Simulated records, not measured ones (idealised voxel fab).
Documented hereafter: the process module known as voxel self aligned vias.
Xsec cut, 230 nm wide, square cell size 5 nm.
When this document writes out a cross-section, it uses a grid of square cells and lists it as bands, beginning at the top and moving down, with a band standing for one or more rows of cells.
Quick guide to a band line: top height, bottom height (nm) up front; then every material left to right with its width in nm. Only one material and it's marked "all across"? Then it fills the band edge to edge. And "air" just means empty space.
Basically, 0 is our baseline, since under it the wafer straight out of the box is all one material. The bottom band has no lower end and keeps on going down, so it looks like "z 0 and below".
The two numbers in a width such as "30->40" mark its ends across the band: the first belongs to the top row of cells, the second to the bottom row, and from each row to the next the width moves by the same amount.
When a step is marked "changes: none", none of the cells in the cross-section changed during that step.
In the "Closed void entries" entry, you get each enclosed empty space of 8 cells or more, one with no open way to the top, written width x height at distance, distance from the left edge, in nm.
On each step's line, the part that comes after the settings is the simulator's own comment on the step.
The line of a step may include "overlay nm". On a step with a mask, this value is how far to the right of its planned place the mask lay. A negative value means the mask lay to the left.
Listed below are the process steps as planned:
1: RECEIVE: material Si
2: CONFORMAL_DEP: material SiO2, thk nm 10
3: CONFORMAL_DEP: material SiCN, thk nm 5
4: DIRECTIONAL_DEP: material SiO2, thk nm 30
5: MASKED_ETCH: tone open, mask id LINES, width nm 20, pitch nm 50, etch materials SiO2, depth nm 30, overlay nm 0
6: CONFORMAL_DEP: material TiN, thk nm 5
7: FILL_DEP: material Ru, thk nm 10
8: CMP: height nm 45
9: SELECTIVE_ETCH: etch materials W Ru TiN, depth nm 10
10: FILL_DEP: material SiN, thk nm 10
11: CMP: height nm 45
12: DIRECTIONAL_DEP: material SiO2, thk nm 15
13: PATTERN: tone open, mask id VIAS, material resist, width nm 30, thk nm 20, overlay nm 0
14: DIRECTIONAL_ETCH: etch materials SiO2, depth nm 15
15: DIRECTIONAL_ETCH: etch materials SiN, depth nm 10
16: STRIP: etch materials resist
17: CONFORMAL_DEP: material TiN, thk nm 5
18: FILL_DEP: material W, thk nm 5
19: CMP: height nm 60
20: CONFORMAL_DEP: material SiCN, thk nm 5
The first of two wafers, run as planned:
Cross-sectional view of the wafer in its as-received condition, corresponding to the state after step 1:
	z 0 and below  Si all across
	Closed void entries: none
After step 2:
	z 10 to 0  SiO2 all across
	Below a height of 0, the structure has not been altered.
After step 3:
	z 15 to 10  SiCN all across
	Below a height of 10, the structure has not been altered.
After step 4:
	z 45 to 15  SiO2 all across
	Below a height of 15, the structure has not been altered.
After step 5:
	z 45 to 15  SiO2 80 nm, air 20 nm, SiO2 30 nm, air 20 nm, SiO2 80 nm
	Below a height of 15, the structure has not been altered.
After step 6:
	z 50 to 45  TiN 85 nm, air 10 nm, TiN 40 nm, air 10 nm, TiN 85 nm
	z 45 to 20  SiO2 80 nm, TiN 5 nm, air 10 nm, TiN 5 nm, SiO2 30 nm, TiN 5 nm, air 10 nm, TiN 5 nm, SiO2 80 nm
	z 20 to 15  SiO2 80 nm, TiN 20 nm, SiO2 30 nm, TiN 20 nm, SiO2 80 nm
	Below a height of 15, the structure has not been altered.
After step 7:
	z 60 to 50  Ru all across
	z 50 to 45  TiN 85 nm, Ru 10 nm, TiN 40 nm, Ru 10 nm, TiN 85 nm
	z 45 to 20  SiO2 80 nm, TiN 5 nm, Ru 10 nm, TiN 5 nm, SiO2 30 nm, TiN 5 nm, Ru 10 nm, TiN 5 nm, SiO2 80 nm
	Below a height of 20, the structure has not been altered.
After step 8:
	z 45 to 20  SiO2 80 nm, TiN 5 nm, Ru 10 nm, TiN 5 nm, SiO2 30 nm, TiN 5 nm, Ru 10 nm, TiN 5 nm, SiO2 80 nm
	Below a height of 20, the structure has not been altered.
After step 9:
	z 45 to 35  SiO2 80 nm, air 20 nm, SiO2 30 nm, air 20 nm, SiO2 80 nm
	Below a height of 35, the structure has not been altered.
After step 10:
	z 55 to 45  SiN all across
	z 45 to 35  SiO2 80 nm, SiN 20 nm, SiO2 30 nm, SiN 20 nm, SiO2 80 nm
	Below a height of 35, the structure has not been altered.
After step 11:
	z 45 to 35  SiO2 80 nm, SiN 20 nm, SiO2 30 nm, SiN 20 nm, SiO2 80 nm
	Below a height of 35, the structure has not been altered.
After step 12:
	z 60 to 45  SiO2 all across
	Below a height of 45, the structure has not been altered.
After step 13:
	z 80 to 60  resist 75 nm, air 30 nm, resist 125 nm
	Below a height of 60, the structure has not been altered.
After step 14:
	z 80 to 60  resist 75 nm, air 30 nm, resist 125 nm
	z 60 to 45  SiO2 75 nm, air 30 nm, SiO2 125 nm
	Below a height of 45, the structure has not been altered.
After step 15:
	z 80 to 60  resist 75 nm, air 30 nm, resist 125 nm
	z 60 to 45  SiO2 75 nm, air 30 nm, SiO2 125 nm
	z 45 to 35  SiO2 80 nm, air 20 nm, SiO2 30 nm, SiN 20 nm, SiO2 80 nm
	Below a height of 35, the structure has not been altered.
After step 16:
	z 60 to 45  SiO2 75 nm, air 30 nm, SiO2 125 nm
	Below a height of 45, the structure has not been altered.
After step 17:
	z 65 to 60  TiN 80 nm, air 20 nm, TiN 130 nm
	z 60 to 50  SiO2 75 nm, TiN 5 nm, air 20 nm, TiN 5 nm, SiO2 125 nm
	z 50 to 45  SiO2 75 nm, TiN 10 nm, air 10 nm, TiN 10 nm, SiO2 125 nm
	z 45 to 40  SiO2 80 nm, TiN 5 nm, air 10 nm, TiN 5 nm, SiO2 30 nm, SiN 20 nm, SiO2 80 nm
	z 40 to 35  SiO2 80 nm, TiN 20 nm, SiO2 30 nm, SiN 20 nm, SiO2 80 nm
	Below a height of 35, the structure has not been altered.
After step 18:
	z 70 to 65  W all across
	z 65 to 60  TiN 80 nm, W 20 nm, TiN 130 nm
	z 60 to 50  SiO2 75 nm, TiN 5 nm, W 20 nm, TiN 5 nm, SiO2 125 nm
	z 50 to 45  SiO2 75 nm, TiN 10 nm, W 10 nm, TiN 10 nm, SiO2 125 nm
	z 45 to 40  SiO2 80 nm, TiN 5 nm, W 10 nm, TiN 5 nm, SiO2 30 nm, SiN 20 nm, SiO2 80 nm
	Below a height of 40, the structure has not been altered.
After step 19:
	z 60 to 50  SiO2 75 nm, TiN 5 nm, W 20 nm, TiN 5 nm, SiO2 125 nm
	Below a height of 50, the structure has not been altered.
After step 20:
	z 65 to 60  SiCN all across
	Below a height of 60, the structure has not been altered.
Wafer two: like wafer one in start and plan, but with one mistake in execution; identical up to and including step 16:
The second wafer cut through, at the time step 17 was supposed to be finished:
	z 65 to 50  SiO2 80 nm, air 20 nm, SiO2 130 nm
	z 50 to 45  SiO2 85 nm, air 10 nm, SiO2 135 nm
	z 45 to 40  SiO2 85 nm, air 10 nm, SiO2 35 nm, SiN 20 nm, SiO2 80 nm
	z 40 to 35  SiO2 130 nm, SiN 20 nm, SiO2 80 nm
	Below a height of 35, the structure has not been altered.
The second wafer cut through, at the time step 18 was supposed to be finished:
	z 70 to 65  W all across
	z 65 to 50  SiO2 80 nm, W 20 nm, SiO2 130 nm
	z 50 to 45  SiO2 85 nm, W 10 nm, SiO2 135 nm
	z 45 to 40  SiO2 85 nm, W 10 nm, SiO2 35 nm, SiN 20 nm, SiO2 80 nm
	Below a height of 40, the structure has not been altered.
The second wafer cut through, at the time step 19 was supposed to be finished:
	z 60 to 50  SiO2 80 nm, W 20 nm, SiO2 130 nm
	Below a height of 50, the structure has not been altered.
The second wafer cut through, at the time step 20 was supposed to be finished:
	z 65 to 60  SiCN all across
	Below a height of 60, the structure has not been altered.
Processing error: note that step 17 departed from the planned setting and was carried out as CONFORMAL_DEP: material SiO2, thk nm 5
Wrapping up, a cell-based count of both wafers puts the second over or under the first for these materials: SiO2: 14 more; TiN: 14 fewer
